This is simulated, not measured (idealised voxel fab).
Process module in this document: voxel capacitor over wiring
Section shown: cut. Width: 265 nm. Cell size: 5 nm, square.
Each cross-section below is a grid of square cells, stated as bands in top-down order, with one or more rows of cells making up each band.
Band: top and bottom heights (nm) first, top before bottom; then materials from left to right, widths in nm. "edge to edge" marks a sole material filling the band edge to edge. "air" denotes empty space.
Counting heights begins at 0, where everything beneath is, in the wafer as received, one material. The lowest band has no bottom; it goes on downwards, as "z 0 and below" shows.
Graded width ("30 to 40"): value in top row of band = first number; value in bottom row = second number; row-to-row change constant.
"changes: none" means the step left every cell of the cross-section as it was.
Voids not open to the top, 8 cells minimum: see "Closed void inventory". Written width x height at distance; distance is from the left edge; nm.
It should be noted that, on the line of a given step, the content following the step's settings is a remark produced by the simulator itself with respect to that step.
When a step includes a mask, the "overlay nm" setting on its line states how far to the right of its planned place that mask lay, and negative values state how far to the left.
So the way this works: pairs, before and after one process step. The after picture only goes down to the lowest band that actually changed, nothing below. Step and its settings are under each pair. And watch out, pairs might come from different runs of this module, same starting wafer though, so a pair only follows on from the one above if its "Pre-step profile" entry tells you so.
Pre-step profile
* z 0 and below: Si edge to edge
* Closed void inventory: none
Post-Step Section View
* z 10 to 0: SiO2 edge to edge
* All layers under 0 are left as they were.
* Closed void inventory: none
Q: step between the cross-sections above? A: CONFORMAL_DEP, material SiO2, thk nm 10
Pre-step profile: The prior state of this step coincides with the post-step cross-section of the pair just above.
Post-Step Section View
* z 15 to 10: TiN edge to edge
* All layers under 10 are left as they were.
* Closed void inventory: none
Q: step between the cross-sections above? A: DIRECTIONAL_DEP, material TiN, thk nm 5
Pre-step profile: The prior state of this step coincides with the post-step cross-section of the pair just above.
Post-Step Section View
* z 30 to 15: Ru edge to edge
* All layers under 15 are left as they were.
* Closed void inventory: none
Q: step between the cross-sections above? A: DIRECTIONAL_DEP, material Ru, thk nm 15
Pre-step profile: The prior state of this step coincides with the post-step cross-section of the pair just above.
Post-Step Section View
* z 30 to 15: 85 nm air  20 nm Ru  50 nm air  20 nm Ru  90 nm air
* All layers under 15 are left as they were.
* Closed void inventory: none
Q: step between the cross-sections above? A: MASKED_ETCH, tone cover, mask id METAL_1, width nm 20, pitch nm 70, etch materials Ru, depth nm 15, overlay nm 0
Pre-step profile: The prior state of this step coincides with the post-step cross-section of the pair just above.
Post-Step Section View
* z 30 to 15: 85 nm air  20 nm Ru  50 nm air  20 nm Ru  90 nm air
* z 15 to 10: 85 nm air  20 nm TiN  50 nm air  20 nm TiN  90 nm air
* All layers under 10 are left as they were.
* Closed void inventory: none
Q: step between the cross-sections above? A: MASKED_ETCH, tone cover, mask id METAL_1, width nm 20, pitch nm 70, etch materials TiN, depth nm 5, overlay nm 0
Pre-step profile: The prior state of this step coincides with the post-step cross-section of the pair just above.
Post-Step Section View
* z 35 to 30: 80 nm air  30 nm SiCN  40 nm air  30 nm SiCN  85 nm air
* z 30 to 15: 80 nm air  5 nm SiCN  20 nm Ru  5 nm SiCN  40 nm air  5 nm SiCN  20 nm Ru  5 nm SiCN  85 nm air
* z 15 to 10: 85 nm SiCN  20 nm TiN  50 nm SiCN  20 nm TiN  90 nm SiCN
* All layers under 10 are left as they were.
* Closed void inventory: none
Q: step between the cross-sections above? A: CONFORMAL_DEP, material SiCN, thk nm 5
Pre-step profile: The prior state of this step coincides with the post-step cross-section of the pair just above.
Post-Step Section View
* z 45 to 35: lowk edge to edge
* z 35 to 30: 80 nm lowk  30 nm SiCN  40 nm lowk  30 nm SiCN  85 nm lowk
* z 30 to 15: 80 nm lowk  5 nm SiCN  20 nm Ru  5 nm SiCN  40 nm lowk  5 nm SiCN  20 nm Ru  5 nm SiCN  85 nm lowk
* All layers under 15 are left as they were.
* Closed void inventory: none
Q: step between the cross-sections above? A: FILL_DEP, material lowk, thk nm 10
Pre-step profile: The prior state of this step coincides with the post-step cross-section of the pair just above.
Post-Step Section View
* z 30 to 15: 80 nm lowk  5 nm SiCN  20 nm Ru  5 nm SiCN  40 nm lowk  5 nm SiCN  20 nm Ru  5 nm SiCN  85 nm lowk
* All layers under 15 are left as they were.
* Closed void inventory: none
Q: step between the cross-sections above? A: CMP, height nm 30
Pre-step profile: The prior state of this step coincides with the post-step cross-section of the pair just above.
Post-Step Section View
* z 35 to 30: SiCN edge to edge
* All layers under 30 are left as they were.
* Closed void inventory: none
Q: step between the cross-sections above? A: CONFORMAL_DEP, material SiCN, thk nm 5
Pre-step profile: The prior state of this step coincides with the post-step cross-section of the pair just above.
Post-Step Section View
* z 55 to 35: lowk edge to edge
* All layers under 35 are left as they were.
* Closed void inventory: none
Q: step between the cross-sections above? A: DIRECTIONAL_DEP, material lowk, thk nm 20
Pre-step profile: The prior state of this step coincides with the post-step cross-section of the pair just above.
Post-Step Section View
* z 70 to 55: 90 nm resist  15 nm air  160 nm resist
* All layers under 55 are left as they were.
* Closed void inventory: none
Q: step between the cross-sections above? A: PATTERN, tone open, mask id PLUG_1, material resist, width nm 15, thk nm 15, overlay nm 0
Pre-step profile: The prior state of this step coincides with the post-step cross-section of the pair just above.
Post-Step Section View
* z 70 to 55: 90 nm resist  15 nm air  160 nm resist
* z 55 to 35: 90 nm lowk  15 nm air  160 nm lowk
* All layers under 35 are left as they were.
* Closed void inventory: none
Q: step between the cross-sections above? A: DIRECTIONAL_ETCH, etch materials lowk, depth nm 20
Pre-step profile: The prior state of this step coincides with the post-step cross-section of the pair just above.
Post-Step Section View
* z 70 to 55: 90 nm resist  15 nm air  160 nm resist
* z 55 to 35: 90 nm lowk  15 nm air  160 nm lowk
* z 35 to 30: 90 nm SiCN  15 nm air  160 nm SiCN
* All layers under 30 are left as they were.
* Closed void inventory: none
Q: step between the cross-sections above? A: DIRECTIONAL_ETCH, etch materials SiCN, depth nm 5
Pre-step profile: The prior state of this step coincides with the post-step cross-section of the pair just above.
Post-Step Section View
* z 55 to 35: 90 nm lowk  15 nm air  160 nm lowk
* All layers under 35 are left as they were.
* Closed void inventory: none
Q: step between the cross-sections above? A: STRIP, etch materials resist
Pre-step profile: The prior state of this step coincides with the post-step cross-section of the pair just above.
Post-Step Section View
* z 60 to 55: 95 nm TiN  5 nm air  165 nm TiN
* z 55 to 35: 90 nm lowk  5 nm TiN  5 nm air  5 nm TiN  160 nm lowk
* z 35 to 30: 90 nm SiCN  15 nm TiN  160 nm SiCN
* All layers under 30 are left as they were.
* Closed void inventory: none
Q: step between the cross-sections above? A: CONFORMAL_DEP, material TiN, thk nm 5
Pre-step profile: The prior state of this step coincides with the post-step cross-section of the pair just above.
Post-Step Section View
* z 70 to 60: Cu edge to edge
* z 60 to 55: 95 nm TiN  5 nm Cu  165 nm TiN
* z 55 to 35: 90 nm lowk  5 nm TiN  5 nm Cu  5 nm TiN  160 nm lowk
* All layers under 35 are left as they were.
* Closed void inventory: none
Q: step between the cross-sections above? A: FILL_DEP, material Cu, thk nm 10
Pre-step profile: The prior state of this step coincides with the post-step cross-section of the pair just above.
Post-Step Section View
* z 55 to 35: 90 nm lowk  5 nm TiN  5 nm Cu  5 nm TiN  160 nm lowk
* All layers under 35 are left as they were.
* Closed void inventory: none
Q: step between the cross-sections above? A: CMP, height nm 55
Pre-step profile: The prior state of this step coincides with the post-step cross-section of the pair just above.
Post-Step Section View
* z 60 to 55: TiN edge to edge
* All layers under 55 are left as they were.
* Closed void inventory: none
Q: step between the cross-sections above? A: DIRECTIONAL_DEP, material TiN, thk nm 5
Pre-step profile: The prior state of this step coincides with the post-step cross-section of the pair just above.
Post-Step Section View
* z 65 to 60: HfO2 edge to edge
* All layers under 60 are left as they were.
* Closed void inventory: none
Q: step between the cross-sections above? A: DIRECTIONAL_DEP, material HfO2, thk nm 5
Pre-step profile: The prior state of this step coincides with the post-step cross-section of the pair just above.
Post-Step Section View
* z 70 to 65: TiN edge to edge
* All layers under 65 are left as they were.
* Closed void inventory: none
Q: step between the cross-sections above? A: DIRECTIONAL_DEP, material TiN, thk nm 5
Pre-step profile: The prior state of this step coincides with the post-step cross-section of the pair just above.
Post-Step Section View
* z 90 to 70: 90 nm air  55 nm resist  120 nm air
* All layers under 70 are left as they were.
* Closed void inventory: none
Q: step between the cross-sections above? A: PATTERN, tone cover, mask id UPPER_PLATE, material resist, width nm 55, thk nm 20, overlay nm 0
Pre-step profile: The prior state of this step coincides with the post-step cross-section of the pair just above.
Post-Step Section View
* z 90 to 70: 90 nm air  55 nm resist  120 nm air
* z 70 to 65: 90 nm air  55 nm TiN  120 nm air
* All layers under 65 are left as they were.
* Closed void inventory: none
Q: step between the cross-sections above? A: DIRECTIONAL_ETCH, etch materials TiN, depth nm 5
Pre-step profile: The prior state of this step coincides with the post-step cross-section of the pair just above.
Post-Step Section View
* z 90 to 70: 90 nm air  55 nm resist  120 nm air
* z 70 to 65: 90 nm air  55 nm TiN  120 nm air
* z 65 to 60: 90 nm air  55 nm HfO2  120 nm air
* All layers under 60 are left as they were.
* Closed void inventory: none
Q: step between the cross-sections above? A: DIRECTIONAL_ETCH, etch materials HfO2, depth nm 5
Pre-step profile: The prior state of this step coincides with the post-step cross-section of the pair just above.
Post-Step Section View
* z 70 to 65: 90 nm air  55 nm TiN  120 nm air
* All layers under 65 are left as they were.
* Closed void inventory: none
Q: step between the cross-sections above? A: STRIP, etch materials resist
Pre-step profile: The prior state of this step coincides with the post-step cross-section of the pair just above.
Post-Step Section View
* z 70 to 65: 90 nm air  55 nm TiN  120 nm air
* z 65 to 60: 90 nm air  55 nm HfO2  120 nm air
* z 60 to 55: 85 nm air  65 nm TiN  115 nm air
* All layers under 55 are left as they were.
* Closed void inventory: none
Q: step between the cross-sections above? A: MASKED_ETCH, tone cover, mask id LOWER_PLATE, width nm 65, etch materials TiN, depth nm 5, overlay nm 0
Pre-step profile: The prior state of this step coincides with the post-step cross-section of the pair just above.
Post-Step Section View
* z 85 to 70: SiO2 edge to edge
* z 70 to 65: 90 nm SiO2  55 nm TiN  120 nm SiO2
* z 65 to 60: 90 nm SiO2  55 nm HfO2  120 nm SiO2
* z 60 to 55: 85 nm SiO2  65 nm TiN  115 nm SiO2
* All layers under 55 are left as they were.
* Closed void inventory: none
Q: step between the cross-sections above? A: FILL_DEP, material SiO2, thk nm 15
Pre-step profile: The prior state of this step coincides with the post-step cross-section of the pair just above.
Post-Step Section View
* z 80 to 70: SiO2 edge to edge
* All layers under 70 are left as they were.
* Closed void inventory: none
Q: step between the cross-sections above? A: CMP, height nm 80
Pre-step profile: The prior state of this step coincides with the post-step cross-section of the pair just above.
Post-Step Section View
* z 100 to 80: 100 nm resist  15 nm air  150 nm resist
* All layers under 80 are left as they were.
* Closed void inventory: none
Q: step between the cross-sections above? A: PATTERN, tone open, mask id PLUG_2, material resist, width nm 15, thk nm 20, overlay nm 0
Pre-step profile: The prior state of this step coincides with the post-step cross-section of the pair just above.
Post-Step Section View
* z 100 to 80: 100 nm resist  15 nm air  150 nm resist
* z 80 to 70: 100 nm SiO2  15 nm air  150 nm SiO2
* All layers under 70 are left as they were.
* Closed void inventory: none
Q: step between the cross-sections above? A: DIRECTIONAL_ETCH, etch materials SiO2, depth nm 10
Pre-step profile: The prior state of this step coincides with the post-step cross-section of the pair just above.
Post-Step Section View
* z 80 to 70: 100 nm SiO2  15 nm air  150 nm SiO2
* All layers under 70 are left as they were.
* Closed void inventory: none
Q: step between the cross-sections above? A: STRIP, etch materials resist
Pre-step profile: The prior state of this step coincides with the post-step cross-section of the pair just above.
Post-Step Section View
* z 85 to 80: 105 nm TiN  5 nm air  155 nm TiN
* z 80 to 75: 100 nm SiO2  5 nm TiN  5 nm air  5 nm TiN  150 nm SiO2
* z 75 to 65: 100 to 90 nm SiO2  15 to 55 nm TiN  150 to 120 nm SiO2
* All layers under 65 are left as they were.
* Closed void inventory: none
Q: step between the cross-sections above? A: CONFORMAL_DEP, material TiN, thk nm 5
Pre-step profile: The prior state of this step coincides with the post-step cross-section of the pair just above.
Post-Step Section View
* z 95 to 85: Cu edge to edge
* z 85 to 80: 105 nm TiN  5 nm Cu  155 nm TiN
* z 80 to 75: 100 nm SiO2  5 nm TiN  5 nm Cu  5 nm TiN  150 nm SiO2
* All layers under 75 are left as they were.
* Closed void inventory: none
Q: step between the cross-sections above? A: FILL_DEP, material Cu, thk nm 10
Pre-step profile: The prior state of this step coincides with the post-step cross-section of the pair just above.
Post-Step Section View
* z 80 to 75: 100 nm SiO2  5 nm TiN  5 nm Cu  5 nm TiN  150 nm SiO2
* All layers under 75 are left as they were.
* Closed void inventory: none
Q: step between the cross-sections above? A: CMP, height nm 80
Pre-step profile: The prior state of this step coincides with the post-step cross-section of the pair just above.
Post-Step Section View
* z 85 to 80: SiN edge to edge
* All layers under 80 are left as they were.
* Closed void inventory: none
Q: step between the cross-sections above? A: CONFORMAL_DEP, material SiN, thk nm 5
Pre-step profile
* z 45 to 35: lowk edge to edge
* z 35 to 30: 80 nm lowk  30 nm SiCN  40 nm lowk  30 nm SiCN  85 nm lowk
* z 30 to 15: 80 nm lowk  5 nm SiCN  20 nm Ru  5 nm SiCN  40 nm lowk  5 nm SiCN  20 nm Ru  5 nm SiCN  85 nm lowk
* z 15 to 10: 85 nm SiCN  20 nm TiN  50 nm SiCN  20 nm TiN  90 nm SiCN
* z 10 to 0: SiO2 edge to edge
* z 0 and below: Si edge to edge
* Closed void inventory: none
Post-Step Section View
* z 50 to 45: SiCN edge to edge
* All layers under 45 are left as they were.
* Closed void inventory: none
Q: step between the cross-sections above? A: CONFORMAL_DEP, material SiCN, thk nm 5
Pre-step profile: The prior state of this step coincides with the post-step cross-section of the pair just above.
Post-Step Section View
* z 70 to 50: lowk edge to edge
* All layers under 50 are left as they were.
* Closed void inventory: none
Q: step between the cross-sections above? A: DIRECTIONAL_DEP, material lowk, thk nm 20
Pre-step profile: The prior state of this step coincides with the post-step cross-section of the pair just above.
Post-Step Section View
* z 85 to 70: 90 nm resist  15 nm air  160 nm resist
* All layers under 70 are left as they were.
* Closed void inventory: none
Q: step between the cross-sections above? A: PATTERN, tone open, mask id PLUG_1, material resist, width nm 15, thk nm 15, overlay nm 0
Pre-step profile: The prior state of this step coincides with the post-step cross-section of the pair just above.
Post-Step Section View
* z 85 to 70: 90 nm resist  15 nm air  160 nm resist
* z 70 to 50: 90 nm lowk  15 nm air  160 nm lowk
* All layers under 50 are left as they were.
* Closed void inventory: none
Q: step between the cross-sections above? A: DIRECTIONAL_ETCH, etch materials lowk, depth nm 20
Pre-step profile: The prior state of this step coincides with the post-step cross-section of the pair just above.
Post-Step Section View
* z 85 to 70: 90 nm resist  15 nm air  160 nm resist
* z 70 to 50: 90 nm lowk  15 nm air  160 nm lowk
* z 50 to 45: 90 nm SiCN  15 nm air  160 nm SiCN
* All layers under 45 are left as they were.
* Closed void inventory: none
Q: step between the cross-sections above? A: DIRECTIONAL_ETCH, etch materials SiCN, depth nm 5
Pre-step profile: The prior state of this step coincides with the post-step cross-section of the pair just above.
Post-Step Section View
* z 70 to 50: 90 nm lowk  15 nm air  160 nm lowk
* All layers under 50 are left as they were.
* Closed void inventory: none
Q: step between the cross-sections above? A: STRIP, etch materials resist
Pre-step profile: The prior state of this step coincides with the post-step cross-section of the pair just above.
Post-Step Section View
* z 75 to 70: 95 nm TiN  5 nm air  165 nm TiN
* z 70 to 50: 90 nm lowk  5 nm TiN  5 nm air  5 nm TiN  160 nm lowk
* z 50 to 45: 90 nm SiCN  15 nm TiN  160 nm SiCN
* All layers under 45 are left as they were.
* Closed void inventory: none
Q: step between the cross-sections above? A: CONFORMAL_DEP, material TiN, thk nm 5
Pre-step profile: The prior state of this step coincides with the post-step cross-section of the pair just above.
Post-Step Section View
* z 85 to 75: Cu edge to edge
* z 75 to 70: 95 nm TiN  5 nm Cu  165 nm TiN
* z 70 to 50: 90 nm lowk  5 nm TiN  5 nm Cu  5 nm TiN  160 nm lowk
* All layers under 50 are left as they were.
* Closed void inventory: none
Q: step between the cross-sections above? A: FILL_DEP, material Cu, thk nm 10
Pre-step profile: The prior state of this step coincides with the post-step cross-section of the pair just above.
Post-Step Section View
* z 55 to 50: 90 nm lowk  5 nm TiN  5 nm Cu  5 nm TiN  160 nm lowk
* All layers under 50 are left as they were.
* Closed void inventory: none
Q: step between the cross-sections above? A: CMP, height nm 55
Pre-step profile: The prior state of this step coincides with the post-step cross-section of the pair just above.
Post-Step Section View
* z 60 to 55: TiN edge to edge
* All layers under 55 are left as they were.
* Closed void inventory: none
Q: step between the cross-sections above? A: DIRECTIONAL_DEP, material TiN, thk nm 5
Pre-step profile: The prior state of this step coincides with the post-step cross-section of the pair just above.
Post-Step Section View
* z 65 to 60: HfO2 edge to edge
* All layers under 60 are left as they were.
* Closed void inventory: none
Q: step between the cross-sections above? A: DIRECTIONAL_DEP, material HfO2, thk nm 5
Pre-step profile: The prior state of this step coincides with the post-step cross-section of the pair just above.
Post-Step Section View
* z 70 to 65: TiN edge to edge
* All layers under 65 are left as they were.
* Closed void inventory: none
Q: step between the cross-sections above? A: DIRECTIONAL_DEP, material TiN, thk nm 5
Pre-step profile: The prior state of this step coincides with the post-step cross-section of the pair just above.
Post-Step Section View
* z 90 to 70: 90 nm air  55 nm resist  120 nm air
* All layers under 70 are left as they were.
* Closed void inventory: none
Q: step between the cross-sections above? A: PATTERN, tone cover, mask id UPPER_PLATE, material resist, width nm 55, thk nm 20, overlay nm 0
Pre-step profile: The prior state of this step coincides with the post-step cross-section of the pair just above.
Post-Step Section View
* z 90 to 70: 90 nm air  55 nm resist  120 nm air
* z 70 to 65: 90 nm air  55 nm TiN  120 nm air
* All layers under 65 are left as they were.
* Closed void inventory: none
Q: step between the cross-sections above? A: DIRECTIONAL_ETCH, etch materials TiN, depth nm 5
Pre-step profile: The prior state of this step coincides with the post-step cross-section of the pair just above.
Post-Step Section View
* z 90 to 70: 90 nm air  55 nm resist  120 nm air
* z 70 to 65: 90 nm air  55 nm TiN  120 nm air
* z 65 to 60: 90 nm air  55 nm HfO2  120 nm air
* All layers under 60 are left as they were.
* Closed void inventory: none
Q: step between the cross-sections above? A: DIRECTIONAL_ETCH, etch materials HfO2, depth nm 5
Pre-step profile: The prior state of this step coincides with the post-step cross-section of the pair just above.
Post-Step Section View
* z 70 to 65: 90 nm air  55 nm TiN  120 nm air
* All layers under 65 are left as they were.
* Closed void inventory: none
Q: step between the cross-sections above? A: STRIP, etch materials resist
Pre-step profile: The prior state of this step coincides with the post-step cross-section of the pair just above.
Post-Step Section View
* z 70 to 65: 90 nm air  55 nm TiN  120 nm air
* z 65 to 60: 90 nm air  55 nm HfO2  120 nm air
* z 60 to 55: 85 nm air  65 nm TiN  115 nm air
* All layers under 55 are left as they were.
* Closed void inventory: none
Q: step between the cross-sections above? A: MASKED_ETCH, tone cover, mask id LOWER_PLATE, width nm 65, etch materials TiN, depth nm 5, overlay nm 0
Pre-step profile: The prior state of this step coincides with the post-step cross-section of the pair just above.
Post-Step Section View
* z 85 to 70: SiO2 edge to edge
* z 70 to 65: 90 nm SiO2  55 nm TiN  120 nm SiO2
* z 65 to 60: 90 nm SiO2  55 nm HfO2  120 nm SiO2
* z 60 to 55: 85 nm SiO2  65 nm TiN  115 nm SiO2
* All layers under 55 are left as they were.
* Closed void inventory: none
Q: step between the cross-sections above? A: FILL_DEP, material SiO2, thk nm 15
Pre-step profile: The prior state of this step coincides with the post-step cross-section of the pair just above.
Post-Step Section View
* z 80 to 70: SiO2 edge to edge
* All layers under 70 are left as they were.
* Closed void inventory: none
Q: step between the cross-sections above? A: CMP, height nm 80
Pre-step profile: The prior state of this step coincides with the post-step cross-section of the pair just above.
Post-Step Section View
* z 100 to 80: 100 nm resist  15 nm air  150 nm resist
* All layers under 80 are left as they were.
* Closed void inventory: none
Q: step between the cross-sections above? A: PATTERN, tone open, mask id PLUG_2, material resist, width nm 15, thk nm 20, overlay nm 0
Pre-step profile: The prior state of this step coincides with the post-step cross-section of the pair just above.
Post-Step Section View
* z 100 to 80: 100 nm resist  15 nm air  150 nm resist
* z 80 to 70: 100 nm SiO2  15 nm air  150 nm SiO2
* All layers under 70 are left as they were.
* Closed void inventory: none
Q: step between the cross-sections above? A: DIRECTIONAL_ETCH, etch materials SiO2, depth nm 10
Pre-step profile: The prior state of this step coincides with the post-step cross-section of the pair just above.
Post-Step Section View
* z 80 to 70: 100 nm SiO2  15 nm air  150 nm SiO2
* All layers under 70 are left as they were.
* Closed void inventory: none
Q: step between the cross-sections above? A: STRIP, etch materials resist
Pre-step profile: The prior state of this step coincides with the post-step cross-section of the pair just above.
Post-Step Section View
* z 85 to 80: 105 nm TiN  5 nm air  155 nm TiN
* z 80 to 75: 100 nm SiO2  5 nm TiN  5 nm air  5 nm TiN  150 nm SiO2
* z 75 to 65: 100 to 90 nm SiO2  15 to 55 nm TiN  150 to 120 nm SiO2
* All layers under 65 are left as they were.
* Closed void inventory: none
Q: step between the cross-sections above? A: CONFORMAL_DEP, material TiN, thk nm 5
Pre-step profile: The prior state of this step coincides with the post-step cross-section of the pair just above.
Post-Step Section View
* z 95 to 85: Cu edge to edge
* z 85 to 80: 105 nm TiN  5 nm Cu  155 nm TiN
* z 80 to 75: 100 nm SiO2  5 nm TiN  5 nm Cu  5 nm TiN  150 nm SiO2
* All layers under 75 are left as they were.
* Closed void inventory: none
Q: step between the cross-sections above? A: FILL_DEP, material Cu, thk nm 10
Pre-step profile: The prior state of this step coincides with the post-step cross-section of the pair just above.
Post-Step Section View
* z 80 to 75: 100 nm SiO2  5 nm TiN  5 nm Cu  5 nm TiN  150 nm SiO2
* All layers under 75 are left as they were.
* Closed void inventory: none
Q: step between the cross-sections above? A: CMP, height nm 80
Pre-step profile: The prior state of this step coincides with the post-step cross-section of the pair just above.
Post-Step Section View
* z 85 to 80: SiN edge to edge
* All layers under 80 are left as they were.
* Closed void inventory: none
Q: step between the cross-sections above? A: CONFORMAL_DEP, material SiN, thk nm 5
Pre-step profile
* z 30 to 15: 80 nm lowk  5 nm SiCN  20 nm Ru  5 nm SiCN  40 nm lowk  5 nm SiCN  20 nm Ru  5 nm SiCN  85 nm lowk
* z 15 to 10: 85 nm SiCN  20 nm TiN  50 nm SiCN  20 nm TiN  90 nm SiCN
* z 10 to 0: SiO2 edge to edge
* z 0 and below: Si edge to edge
* Closed void inventory: none
Post-Step Section View
* z 50 to 30: lowk edge to edge
* All layers under 30 are left as they were.
* Closed void inventory: none
Q: step between the cross-sections above? A: DIRECTIONAL_DEP, material lowk, thk nm 20
Pre-step profile: The prior state of this step coincides with the post-step cross-section of the pair just above.
Post-Step Section View
* z 55 to 50: SiCN edge to edge
* All layers under 50 are left as they were.
* Closed void inventory: none
Q: step between the cross-sections above? A: CONFORMAL_DEP, material SiCN, thk nm 5
Pre-step profile: The prior state of this step coincides with the post-step cross-section of the pair just above.
Post-Step Section View
* z 70 to 55: 90 nm resist  15 nm air  160 nm resist
* All layers under 55 are left as they were.
* Closed void inventory: none
Q: step between the cross-sections above? A: PATTERN, tone open, mask id PLUG_1, material resist, width nm 15, thk nm 15, overlay nm 0
Pre-step profile: The prior state of this step coincides with the post-step cross-section of the pair just above.
Post-Step Section View
* z 70 to 55: 90 nm resist  15 nm air  160 nm resist
* z 55 to 50: 90 nm SiCN  15 nm air  160 nm SiCN
* All layers under 50 are left as they were.
* Closed void inventory: none
Q: step between the cross-sections above? A: DIRECTIONAL_ETCH, etch materials SiCN, depth nm 5
Pre-step profile: The prior state of this step coincides with the post-step cross-section of the pair just above.
Post-Step Section View
* z 55 to 50: 90 nm SiCN  15 nm air  160 nm SiCN
* All layers under 50 are left as they were.
* Closed void inventory: none
Q: step between the cross-sections above? A: STRIP, etch materials resist
Pre-step profile: The prior state of this step coincides with the post-step cross-section of the pair just above.
Post-Step Section View
* z 60 to 55: 95 nm TiN  5 nm air  165 nm TiN
* z 55 to 50: 90 nm SiCN  15 nm TiN  160 nm SiCN
* All layers under 50 are left as they were.
* Closed void inventory: none
Q: step between the cross-sections above? A: CONFORMAL_DEP, material TiN, thk nm 5
Pre-step profile: The prior state of this step coincides with the post-step cross-section of the pair just above.
Post-Step Section View
* z 70 to 60: Cu edge to edge
* z 60 to 55: 95 nm TiN  5 nm Cu  165 nm TiN
* All layers under 55 are left as they were.
* Closed void inventory: none
Q: step between the cross-sections above? A: FILL_DEP, material Cu, thk nm 10
Pre-step profile: The prior state of this step coincides with the post-step cross-section of the pair just above.
Post-Step Section View
* z 55 to 50: 90 nm SiCN  15 nm TiN  160 nm SiCN
* All layers under 50 are left as they were.
* Closed void inventory: none
Q: step between the cross-sections above? A: CMP, height nm 55
Pre-step profile: The prior state of this step coincides with the post-step cross-section of the pair just above.
Post-Step Section View
* z 60 to 55: TiN edge to edge
* All layers under 55 are left as they were.
* Closed void inventory: none
Q: step between the cross-sections above? A: DIRECTIONAL_DEP, material TiN, thk nm 5
Pre-step profile: The prior state of this step coincides with the post-step cross-section of the pair just above.
Post-Step Section View
* z 65 to 60: HfO2 edge to edge
* All layers under 60 are left as they were.
* Closed void inventory: none
Q: step between the cross-sections above? A: DIRECTIONAL_DEP, material HfO2, thk nm 5
Pre-step profile: The prior state of this step coincides with the post-step cross-section of the pair just above.
Post-Step Section View
* z 70 to 65: TiN edge to edge
* All layers under 65 are left as they were.
* Closed void inventory: none
Q: step between the cross-sections above? A: DIRECTIONAL_DEP, material TiN, thk nm 5
Pre-step profile: The prior state of this step coincides with the post-step cross-section of the pair just above.
Post-Step Section View
* z 90 to 70: 90 nm air  55 nm resist  120 nm air
* All layers under 70 are left as they were.
* Closed void inventory: none
Q: step between the cross-sections above? A: PATTERN, tone cover, mask id UPPER_PLATE, material resist, width nm 55, thk nm 20, overlay nm 0
Pre-step profile: The prior state of this step coincides with the post-step cross-section of the pair just above.
Post-Step Section View
* z 90 to 70: 90 nm air  55 nm resist  120 nm air
* z 70 to 65: 90 nm air  55 nm TiN  120 nm air
* All layers under 65 are left as they were.
* Closed void inventory: none
Q: step between the cross-sections above? A: DIRECTIONAL_ETCH, etch materials TiN, depth nm 5
Pre-step profile: The prior state of this step coincides with the post-step cross-section of the pair just above.
Post-Step Section View
* z 90 to 70: 90 nm air  55 nm resist  120 nm air
* z 70 to 65: 90 nm air  55 nm TiN  120 nm air
* z 65 to 60: 90 nm air  55 nm HfO2  120 nm air
* All layers under 60 are left as they were.
* Closed void inventory: none
Q: step between the cross-sections above? A: DIRECTIONAL_ETCH, etch materials HfO2, depth nm 5
Pre-step profile: The prior state of this step coincides with the post-step cross-section of the pair just above.
Post-Step Section View
* z 70 to 65: 90 nm air  55 nm TiN  120 nm air
* All layers under 65 are left as they were.
* Closed void inventory: none
Q: step between the cross-sections above? A: STRIP, etch materials resist
Pre-step profile: The prior state of this step coincides with the post-step cross-section of the pair just above.
Post-Step Section View
* z 70 to 65: 90 nm air  55 nm TiN  120 nm air
* z 65 to 60: 90 nm air  55 nm HfO2  120 nm air
* z 60 to 55: 85 nm air  65 nm TiN  115 nm air
* All layers under 55 are left as they were.
* Closed void inventory: none
Q: step between the cross-sections above? A: MASKED_ETCH, tone cover, mask id LOWER_PLATE, width nm 65, etch materials TiN, depth nm 5, overlay nm 0
Pre-step profile: The prior state of this step coincides with the post-step cross-section of the pair just above.
Post-Step Section View
* z 85 to 70: SiO2 edge to edge
* z 70 to 65: 90 nm SiO2  55 nm TiN  120 nm SiO2
* z 65 to 60: 90 nm SiO2  55 nm HfO2  120 nm SiO2
* z 60 to 55: 85 nm SiO2  65 nm TiN  115 nm SiO2
* All layers under 55 are left as they were.
* Closed void inventory: none
Q: step between the cross-sections above? A: FILL_DEP, material SiO2, thk nm 15
Pre-step profile: The prior state of this step coincides with the post-step cross-section of the pair just above.
Post-Step Section View
* z 80 to 70: SiO2 edge to edge
* All layers under 70 are left as they were.
* Closed void inventory: none
Q: step between the cross-sections above? A: CMP, height nm 80
Pre-step profile: The prior state of this step coincides with the post-step cross-section of the pair just above.
Post-Step Section View
* z 100 to 80: 100 nm resist  15 nm air  150 nm resist
* All layers under 80 are left as they were.
* Closed void inventory: none
Q: step between the cross-sections above? A: PATTERN, tone open, mask id PLUG_2, material resist, width nm 15, thk nm 20, overlay nm 0
Pre-step profile: The prior state of this step coincides with the post-step cross-section of the pair just above.
Post-Step Section View
* z 100 to 80: 100 nm resist  15 nm air  150 nm resist
* z 80 to 70: 100 nm SiO2  15 nm air  150 nm SiO2
* All layers under 70 are left as they were.
* Closed void inventory: none
Q: step between the cross-sections above? A: DIRECTIONAL_ETCH, etch materials SiO2, depth nm 10
Pre-step profile: The prior state of this step coincides with the post-step cross-section of the pair just above.
Post-Step Section View
* z 80 to 70: 100 nm SiO2  15 nm air  150 nm SiO2
* All layers under 70 are left as they were.
* Closed void inventory: none
Q: step between the cross-sections above? A: STRIP, etch materials resist
Pre-step profile: The prior state of this step coincides with the post-step cross-section of the pair just above.
Post-Step Section View
* z 85 to 80: 105 nm TiN  5 nm air  155 nm TiN
* z 80 to 75: 100 nm SiO2  5 nm TiN  5 nm air  5 nm TiN  150 nm SiO2
* z 75 to 65: 100 to 90 nm SiO2  15 to 55 nm TiN  150 to 120 nm SiO2
* All layers under 65 are left as they were.
* Closed void inventory: none
Q: step between the cross-sections above? A: CONFORMAL_DEP, material TiN, thk nm 5
Pre-step profile: The prior state of this step coincides with the post-step cross-section of the pair just above.
Post-Step Section View
* z 95 to 85: Cu edge to edge
* z 85 to 80: 105 nm TiN  5 nm Cu  155 nm TiN
* z 80 to 75: 100 nm SiO2  5 nm TiN  5 nm Cu  5 nm TiN  150 nm SiO2
* All layers under 75 are left as they were.
* Closed void inventory: none
Q: step between the cross-sections above? A: FILL_DEP, material Cu, thk nm 10
Pre-step profile: The prior state of this step coincides with the post-step cross-section of the pair just above.
Post-Step Section View
* z 80 to 75: 100 nm SiO2  5 nm TiN  5 nm Cu  5 nm TiN  150 nm SiO2
* All layers under 75 are left as they were.
* Closed void inventory: none
Q: step between the cross-sections above? A: CMP, height nm 80
Pre-step profile: The prior state of this step coincides with the post-step cross-section of the pair just above.
Post-Step Section View
* z 85 to 80: SiN edge to edge
* All layers under 80 are left as they were.
* Closed void inventory: none
Q: step between the cross-sections above? A: CONFORMAL_DEP, material SiN, thk nm 5
